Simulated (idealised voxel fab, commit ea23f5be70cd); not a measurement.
You're looking at the process module voxel capacitor over wiring.
The figure presents cross-section cut, which has a width of 155 nm and is divided into square cells with an edge length of 5 nm.
If you're reading a cross-section in this doc, picture square cells in a grid; it comes to you as bands, top ones listed first down to the bottom, and a band can be one or more rows of cells.
Heads up on the band format: heights come first, top then bottom, in nm. After that it's the materials left to right, each with its width in nm. A single material flagged "everywhere" fills the whole band edge to edge, and "blank" means there's empty space there.
Height datum 0, below which the as-received substrate wafer is one material. Lowest band open at the bottom, running downward: "0 -> down".
Read "30 to 40" as a graded width: first number on top, second number at the bottom, same change between each pair of neighbouring rows.
When a step is marked "same as before", none of the cells in the cross-section changed during that step.
"Sealed-off cavities" enumerates empty spaces isolated from the top, with no open way to it, that contain at least 8 cells, giving each as width x height at distance from the left edge, all three in nm.
Step line, after settings: the simulator's comment on this step.
A step's line can hold "overlay nm"; with a mask on that step, the setting says how far right of the planned place the mask lay, while a negative setting says it lay to the left.

The following list gives the planned process steps
1. RECEIVE (material Si)
2. CONFORMAL_DEP (material SiO2; thk nm 15)
3. CONFORMAL_DEP (material SiCN; thk nm 5)
4. DIRECTIONAL_DEP (material SiO2; thk nm 20)
5. DIRECTIONAL_DEP (material aC; thk nm 10)
6. PATTERN (tone open; mask id METAL_1; material resist; width nm 30; pitch nm 85; thk nm 30; overlay nm 0)
7. DIRECTIONAL_ETCH (etch materials aC; depth nm 10)
8. STRIP (etch materials resist)
9. DIRECTIONAL_ETCH (etch materials SiO2; depth nm 20)
10. DIRECTIONAL_ETCH (etch materials SiCN; depth nm 5)
11. STRIP (etch materials aC)
12. CONFORMAL_DEP (material TiN; thk nm 5)
13. FILL_DEP (material Cu; thk nm 10)
14. CMP (height nm 40)
15. EPI (material Ru; thk nm 5)
16. FILL_DEP (material SiCN; thk nm 5)
17. DIRECTIONAL_DEP (material lowk; thk nm 20)
18. DIRECTIONAL_DEP (material aC; thk nm 10)
19. PATTERN (tone open; mask id PLUG_1; material resist; width nm 15; thk nm 30; overlay nm 0)
20. DIRECTIONAL_ETCH (etch materials aC; depth nm 10)
21. STRIP (etch materials resist)
22. DIRECTIONAL_ETCH (etch materials lowk; depth nm 20)
23. DIRECTIONAL_ETCH (etch materials SiCN; depth nm 5)
24. STRIP (etch materials aC)
25. EPI (material Ru; thk nm 10)
26. EPI (material Ru; thk nm 10)
27. EPI (material Ru; thk nm 5)
28. DIRECTIONAL_DEP (material TiN; thk nm 5)
29. DIRECTIONAL_DEP (material HfO2; thk nm 5)
30. DIRECTIONAL_DEP (material TiN; thk nm 5)
31. PATTERN (tone cover; mask id UPPER_PLATE; material resist; width nm 60; thk nm 15; overlay nm 0)
32. DIRECTIONAL_ETCH (etch materials TiN; depth nm 5)
33. DIRECTIONAL_ETCH (etch materials HfO2; depth nm 5)
34. STRIP (etch materials resist)
35. DIRECTIONAL_DEP (material aC; thk nm 15)
36. PATTERN (tone cover; mask id LOWER_PLATE; material resist; width nm 70; thk nm 35; overlay nm 0)
37. DIRECTIONAL_ETCH (etch materials aC; depth nm 15)
38. STRIP (etch materials resist)
39. DIRECTIONAL_ETCH (etch materials TiN; depth nm 5)
40. STRIP (etch materials aC)
41. FILL_DEP (material SiO2; thk nm 15)
42. CMP (height nm 95)
43. MASKED_ETCH (tone open; mask id PLUG_2; width nm 15; etch materials SiO2; depth nm 10; overlay nm 0)
44. CONFORMAL_DEP (material TiN; thk nm 5)
45. FILL_DEP (material W; thk nm 10)
46. CMP (height nm 95)
47. CONFORMAL_DEP (material SiCN; thk nm 5)

The first of the two wafers, which ran as planned

Cross-section of the wafer at receipt, which is the condition after step 1
    0 -> down = Si everywhere
    Sealed-off cavities: none

You're looking at a cross-section of the wafer after step 2
    15 -> 0 = SiO2 everywhere
    Beneath the level 0, the cross-section is identical to its previous state.

You're looking at a cross-section of the wafer after step 3
    20 -> 15 = SiCN everywhere
    Beneath the level 15, the cross-section is identical to its previous state.

You're looking at a cross-section of the wafer after step 4
    40 -> 20 = SiO2 everywhere
    Beneath the level 20, the cross-section is identical to its previous state.

You're looking at a cross-section of the wafer after step 5
    50 -> 40 = aC everywhere
    Beneath the level 40, the cross-section is identical to its previous state.

You're looking at a cross-section of the wafer after step 6
    80 -> 50 = resist 20 nm, blank 30 nm, resist 55 nm, blank 30 nm, resist 20 nm
    Beneath the level 50, the cross-section is identical to its previous state.

You're looking at a cross-section of the wafer after step 7
    70 -> 50 = resist 20 nm, blank 30 nm, resist 55 nm, blank 30 nm, resist 20 nm
    50 -> 40 = aC 20 nm, blank 30 nm, aC 55 nm, blank 30 nm, aC 20 nm
    Beneath the level 40, the cross-section is identical to its previous state.

You're looking at a cross-section of the wafer after step 8
    50 -> 40 = aC 20 nm, blank 30 nm, aC 55 nm, blank 30 nm, aC 20 nm
    Beneath the level 40, the cross-section is identical to its previous state.

You're looking at a cross-section of the wafer after step 9
    50 -> 40 = aC 20 nm, blank 30 nm, aC 55 nm, blank 30 nm, aC 20 nm
    40 -> 20 = SiO2 20 nm, blank 30 nm, SiO2 55 nm, blank 30 nm, SiO2 20 nm
    Beneath the level 20, the cross-section is identical to its previous state.

You're looking at a cross-section of the wafer after step 10
    50 -> 40 = aC 20 nm, blank 30 nm, aC 55 nm, blank 30 nm, aC 20 nm
    40 -> 20 = SiO2 20 nm, blank 30 nm, SiO2 55 nm, blank 30 nm, SiO2 20 nm
    20 -> 15 = SiCN 20 nm, blank 30 nm, SiCN 55 nm, blank 30 nm, SiCN 20 nm
    Beneath the level 15, the cross-section is identical to its previous state.

You're looking at a cross-section of the wafer after step 11
    40 -> 20 = SiO2 20 nm, blank 30 nm, SiO2 55 nm, blank 30 nm, SiO2 20 nm
    Beneath the level 20, the cross-section is identical to its previous state.

You're looking at a cross-section of the wafer after step 12
    45 -> 40 = TiN 25 nm, blank 20 nm, TiN 65 nm, blank 20 nm, TiN 25 nm
    40 -> 20 = SiO2 20 nm, TiN 5 nm, blank 20 nm, TiN 5 nm, SiO2 55 nm, TiN 5 nm, blank 20 nm, TiN 5 nm, SiO2 20 nm
    20 -> 15 = SiCN 20 nm, TiN 30 nm, SiCN 55 nm, TiN 30 nm, SiCN 20 nm
    Beneath the level 15, the cross-section is identical to its previous state.

You're looking at a cross-section of the wafer after step 13
    55 -> 45 = Cu everywhere
    45 -> 40 = TiN 25 nm, Cu 20 nm, TiN 65 nm, Cu 20 nm, TiN 25 nm
    40 -> 20 = SiO2 20 nm, TiN 5 nm, Cu 20 nm, TiN 5 nm, SiO2 55 nm, TiN 5 nm, Cu 20 nm, TiN 5 nm, SiO2 20 nm
    Beneath the level 20, the cross-section is identical to its previous state.

You're looking at a cross-section of the wafer after step 14
    40 -> 20 = SiO2 20 nm, TiN 5 nm, Cu 20 nm, TiN 5 nm, SiO2 55 nm, TiN 5 nm, Cu 20 nm, TiN 5 nm, SiO2 20 nm
    Beneath the level 20, the cross-section is identical to its previous state.

You're looking at a cross-section of the wafer after step 15
    45 -> 40 = blank 15 nm, Ru 40 nm, blank 45 nm, Ru 40 nm, blank 15 nm
    Beneath the level 40, the cross-section is identical to its previous state.

You're looking at a cross-section of the wafer after step 16
    50 -> 45 = SiCN everywhere
    45 -> 40 = SiCN 15 nm, Ru 40 nm, SiCN 45 nm, Ru 40 nm, SiCN 15 nm
    Beneath the level 40, the cross-section is identical to its previous state.

You're looking at a cross-section of the wafer after step 17
    70 -> 50 = lowk everywhere
    Beneath the level 50, the cross-section is identical to its previous state.

You're looking at a cross-section of the wafer after step 18
    80 -> 70 = aC everywhere
    Beneath the level 70, the cross-section is identical to its previous state.

You're looking at a cross-section of the wafer after step 19
    110 -> 80 = resist 35 nm, blank 15 nm, resist 105 nm
    Beneath the level 80, the cross-section is identical to its previous state.

You're looking at a cross-section of the wafer after step 20
    100 -> 80 = resist 35 nm, blank 15 nm, resist 105 nm
    80 -> 70 = aC 35 nm, blank 15 nm, aC 105 nm
    Beneath the level 70, the cross-section is identical to its previous state.

You're looking at a cross-section of the wafer after step 21
    80 -> 70 = aC 35 nm, blank 15 nm, aC 105 nm
    Beneath the level 70, the cross-section is identical to its previous state.

You're looking at a cross-section of the wafer after step 22
    80 -> 70 = aC 35 nm, blank 15 nm, aC 105 nm
    70 -> 50 = lowk 35 nm, blank 15 nm, lowk 105 nm
    Beneath the level 50, the cross-section is identical to its previous state.

You're looking at a cross-section of the wafer after step 23
    80 -> 70 = aC 35 nm, blank 15 nm, aC 105 nm
    70 -> 50 = lowk 35 nm, blank 15 nm, lowk 105 nm
    50 -> 45 = SiCN 35 nm, blank 15 nm, SiCN 105 nm
    Beneath the level 45, the cross-section is identical to its previous state.

You're looking at a cross-section of the wafer after step 24
    70 -> 50 = lowk 35 nm, blank 15 nm, lowk 105 nm
    Beneath the level 50, the cross-section is identical to its previous state.

You're looking at a cross-section of the wafer after step 25
    70 -> 55 = lowk 35 nm, blank 15 nm, lowk 105 nm
    55 -> 50 = lowk 35 nm, Ru 15 nm, lowk 105 nm
    50 -> 45 = SiCN 35 nm, Ru 15 nm, SiCN 105 nm
    Beneath the level 45, the cross-section is identical to its previous state.

You're looking at a cross-section of the wafer after step 26
    70 -> 65 = lowk 35 nm, blank 15 nm, lowk 105 nm
    65 -> 50 = lowk 35 nm, Ru 15 nm, lowk 105 nm
    Beneath the level 50, the cross-section is identical to its previous state.

You're looking at a cross-section of the wafer after step 27
    70 -> 50 = lowk 35 nm, Ru 15 nm, lowk 105 nm
    Beneath the level 50, the cross-section is identical to its previous state.

You're looking at a cross-section of the wafer after step 28
    75 -> 70 = TiN everywhere
    Beneath the level 70, the cross-section is identical to its previous state.

You're looking at a cross-section of the wafer after step 29
    80 -> 75 = HfO2 everywhere
    Beneath the level 75, the cross-section is identical to its previous state.

You're looking at a cross-section of the wafer after step 30
    85 -> 80 = TiN everywhere
    Beneath the level 80, the cross-section is identical to its previous state.

You're looking at a cross-section of the wafer after step 31
    100 -> 85 = blank 35 nm, resist 60 nm, blank 60 nm
    Beneath the level 85, the cross-section is identical to its previous state.

You're looking at a cross-section of the wafer after step 32
    100 -> 85 = blank 35 nm, resist 60 nm, blank 60 nm
    85 -> 80 = blank 35 nm, TiN 60 nm, blank 60 nm
    Beneath the level 80, the cross-section is identical to its previous state.

You're looking at a cross-section of the wafer after step 33
    100 -> 85 = blank 35 nm, resist 60 nm, blank 60 nm
    85 -> 80 = blank 35 nm, TiN 60 nm, blank 60 nm
    80 -> 75 = blank 35 nm, HfO2 60 nm, blank 60 nm
    Beneath the level 75, the cross-section is identical to its previous state.

You're looking at a cross-section of the wafer after step 34
    85 -> 80 = blank 35 nm, TiN 60 nm, blank 60 nm
    Beneath the level 80, the cross-section is identical to its previous state.

You're looking at a cross-section of the wafer after step 35
    100 -> 90 = blank 35 nm, aC 60 nm, blank 60 nm
    90 -> 85 = aC everywhere
    85 -> 80 = aC 35 nm, TiN 60 nm, aC 60 nm
    80 -> 75 = aC 35 nm, HfO2 60 nm, aC 60 nm
    Beneath the level 75, the cross-section is identical to its previous state.

You're looking at a cross-section of the wafer after step 36
    135 -> 100 = blank 30 nm, resist 70 nm, blank 55 nm
    100 -> 90 = blank 30 nm, resist 5 nm, aC 60 nm, resist 5 nm, blank 55 nm
    Beneath the level 90, the cross-section is identical to its previous state.

You're looking at a cross-section of the wafer after step 37
    120 -> 100 = blank 30 nm, resist 70 nm, blank 55 nm
    100 -> 90 = blank 30 nm, resist 5 nm, aC 60 nm, resist 5 nm, blank 55 nm
    90 -> 85 = blank 30 nm, aC 70 nm, blank 55 nm
    85 -> 80 = blank 30 nm, aC 5 nm, TiN 60 nm, aC 5 nm, blank 55 nm
    80 -> 75 = blank 30 nm, aC 5 nm, HfO2 60 nm, aC 5 nm, blank 55 nm
    Beneath the level 75, the cross-section is identical to its previous state.

You're looking at a cross-section of the wafer after step 38
    100 -> 90 = blank 35 nm, aC 60 nm, blank 60 nm
    Beneath the level 90, the cross-section is identical to its previous state.

You're looking at a cross-section of the wafer after step 39
    100 -> 90 = blank 35 nm, aC 60 nm, blank 60 nm
    90 -> 85 = blank 30 nm, aC 70 nm, blank 55 nm
    85 -> 80 = blank 30 nm, aC 5 nm, TiN 60 nm, aC 5 nm, blank 55 nm
    80 -> 75 = blank 30 nm, aC 5 nm, HfO2 60 nm, aC 5 nm, blank 55 nm
    75 -> 70 = blank 30 nm, TiN 70 nm, blank 55 nm
    Beneath the level 70, the cross-section is identical to its previous state.

You're looking at a cross-section of the wafer after step 40
    85 -> 80 = blank 35 nm, TiN 60 nm, blank 60 nm
    80 -> 75 = blank 35 nm, HfO2 60 nm, blank 60 nm
    Beneath the level 75, the cross-section is identical to its previous state.

You're looking at a cross-section of the wafer after step 41
    100 -> 85 = SiO2 everywhere
    85 -> 80 = SiO2 35 nm, TiN 60 nm, SiO2 60 nm
    80 -> 75 = SiO2 35 nm, HfO2 60 nm, SiO2 60 nm
    75 -> 70 = SiO2 30 nm, TiN 70 nm, SiO2 55 nm
    Beneath the level 70, the cross-section is identical to its previous state.

You're looking at a cross-section of the wafer after step 42
    95 -> 85 = SiO2 everywhere
    Beneath the level 85, the cross-section is identical to its previous state.

You're looking at a cross-section of the wafer after step 43
    95 -> 85 = SiO2 45 nm, blank 15 nm, SiO2 95 nm
    Beneath the level 85, the cross-section is identical to its previous state.

You're looking at a cross-section of the wafer after step 44
    100 -> 95 = TiN 50 nm, blank 5 nm, TiN 100 nm
    95 -> 90 = SiO2 45 nm, TiN 5 nm, blank 5 nm, TiN 5 nm, SiO2 95 nm
    90 -> 80 = SiO2 45 to 35 nm, TiN 15 to 60 nm, SiO2 95 to 60 nm
    Beneath the level 80, the cross-section is identical to its previous state.

You're looking at a cross-section of the wafer after step 45
    110 -> 100 = W everywhere
    100 -> 95 = TiN 50 nm, W 5 nm, TiN 100 nm
    95 -> 90 = SiO2 45 nm, TiN 5 nm, W 5 nm, TiN 5 nm, SiO2 95 nm
    Beneath the level 90, the cross-section is identical to its previous state.

You're looking at a cross-section of the wafer after step 46
    95 -> 90 = SiO2 45 nm, TiN 5 nm, W 5 nm, TiN 5 nm, SiO2 95 nm
    Beneath the level 90, the cross-section is identical to its previous state.

You're looking at a cross-section of the wafer after step 47
    100 -> 95 = SiCN everywhere
    Beneath the level 95, the cross-section is identical to its previous state.

The remaining wafer, second of the two, started like the first and was run to the same plan, except that one mistake was made along the way; the two coincide through step 30, inclusive

Second wafer profile in section, at the moment step 31 of the plan was meant to be complete
    100 -> 85 = blank 45 nm, resist 60 nm, blank 50 nm
    Beneath the level 85, the cross-section is identical to its previous state.

Second wafer profile in section, at the moment step 32 of the plan was meant to be complete
    100 -> 85 = blank 45 nm, resist 60 nm, blank 50 nm
    85 -> 80 = blank 45 nm, TiN 60 nm, blank 50 nm
    Beneath the level 80, the cross-section is identical to its previous state.

Second wafer profile in section, at the moment step 33 of the plan was meant to be complete
    100 -> 85 = blank 45 nm, resist 60 nm, blank 50 nm
    85 -> 80 = blank 45 nm, TiN 60 nm, blank 50 nm
    80 -> 75 = blank 45 nm, HfO2 60 nm, blank 50 nm
    Beneath the level 75, the cross-section is identical to its previous state.

Second wafer profile in section, at the moment step 34 of the plan was meant to be complete
    85 -> 80 = blank 45 nm, TiN 60 nm, blank 50 nm
    Beneath the level 80, the cross-section is identical to its previous state.

Second wafer profile in section, at the moment step 35 of the plan was meant to be complete
    100 -> 90 = blank 45 nm, aC 60 nm, blank 50 nm
    90 -> 85 = aC everywhere
    85 -> 80 = aC 45 nm, TiN 60 nm, aC 50 nm
    80 -> 75 = aC 45 nm, HfO2 60 nm, aC 50 nm
    Beneath the level 75, the cross-section is identical to its previous state.

Second wafer profile in section, at the moment step 36 of the plan was meant to be complete
    135 -> 100 = blank 30 nm, resist 70 nm, blank 55 nm
    100 -> 90 = blank 30 nm, resist 15 nm, aC 60 nm, blank 50 nm
    Beneath the level 90, the cross-section is identical to its previous state.

Second wafer profile in section, at the moment step 37 of the plan was meant to be complete
    120 -> 100 = blank 30 nm, resist 70 nm, blank 55 nm
    100 -> 90 = blank 30 nm, resist 15 nm, aC 55 nm, blank 55 nm
    90 -> 85 = blank 30 nm, aC 70 nm, blank 55 nm
    85 -> 80 = blank 30 nm, aC 15 nm, TiN 60 nm, blank 50 nm
    80 -> 75 = blank 30 nm, aC 15 nm, HfO2 60 nm, blank 50 nm
    Beneath the level 75, the cross-section is identical to its previous state.

Second wafer profile in section, at the moment step 38 of the plan was meant to be complete
    100 -> 90 = blank 45 nm, aC 55 nm, blank 55 nm
    Beneath the level 90, the cross-section is identical to its previous state.

Second wafer profile in section, at the moment step 39 of the plan was meant to be complete
    100 -> 90 = blank 45 nm, aC 55 nm, blank 55 nm
    90 -> 85 = blank 30 nm, aC 70 nm, blank 55 nm
    85 -> 80 = blank 30 nm, aC 15 nm, TiN 55 nm, blank 55 nm
    80 -> 75 = blank 30 nm, aC 15 nm, HfO2 60 nm, blank 50 nm
    75 -> 70 = blank 30 nm, TiN 75 nm, blank 50 nm
    Beneath the level 70, the cross-section is identical to its previous state.

Second wafer profile in section, at the moment step 40 of the plan was meant to be complete
    85 -> 80 = blank 45 nm, TiN 55 nm, blank 55 nm
    80 -> 75 = blank 45 nm, HfO2 60 nm, blank 50 nm
    Beneath the level 75, the cross-section is identical to its previous state.

Second wafer profile in section, at the moment step 41 of the plan was meant to be complete
    100 -> 85 = SiO2 everywhere
    85 -> 80 = SiO2 45 nm, TiN 55 nm, SiO2 55 nm
    80 -> 75 = SiO2 45 nm, HfO2 60 nm, SiO2 50 nm
    75 -> 70 = SiO2 30 nm, TiN 75 nm, SiO2 50 nm
    Beneath the level 70, the cross-section is identical to its previous state.

Second wafer profile in section, at the moment step 42 of the plan was meant to be complete
    95 -> 85 = SiO2 everywhere
    Beneath the level 85, the cross-section is identical to its previous state.

Second wafer profile in section, at the moment step 43 of the plan was meant to be complete
    95 -> 85 = SiO2 45 nm, blank 15 nm, SiO2 95 nm
    Beneath the level 85, the cross-section is identical to its previous state.

Second wafer profile in section, at the moment step 44 of the plan was meant to be complete
    100 -> 95 = TiN 50 nm, blank 5 nm, TiN 100 nm
    95 -> 90 = SiO2 45 nm, TiN 5 nm, blank 5 nm, TiN 5 nm, SiO2 95 nm
    90 -> 80 = SiO2 45 nm, TiN 15 to 55 nm, SiO2 95 to 55 nm
    Beneath the level 80, the cross-section is identical to its previous state.

Second wafer profile in section, at the moment step 45 of the plan was meant to be complete
    110 -> 100 = W everywhere
    100 -> 95 = TiN 50 nm, W 5 nm, TiN 100 nm
    95 -> 90 = SiO2 45 nm, TiN 5 nm, W 5 nm, TiN 5 nm, SiO2 95 nm
    Beneath the level 90, the cross-section is identical to its previous state.

Second wafer profile in section, at the moment step 46 of the plan was meant to be complete
    95 -> 90 = SiO2 45 nm, TiN 5 nm, W 5 nm, TiN 5 nm, SiO2 95 nm
    Beneath the level 90, the cross-section is identical to its previous state.

Second wafer profile in section, at the moment step 47 of the plan was meant to be complete
    100 -> 95 = SiCN everywhere
    Beneath the level 95, the cross-section is identical to its previous state.
Error vs. plan: step 31 deviated from plan and actually ran as PATTERN (tone cover; mask id UPPER_PLATE; material resist; width nm 60; thk nm 15; overlay nm 10)
When the process is done, the second wafer contains the same cell count of every material as the first wafer, but distributed over other locations.
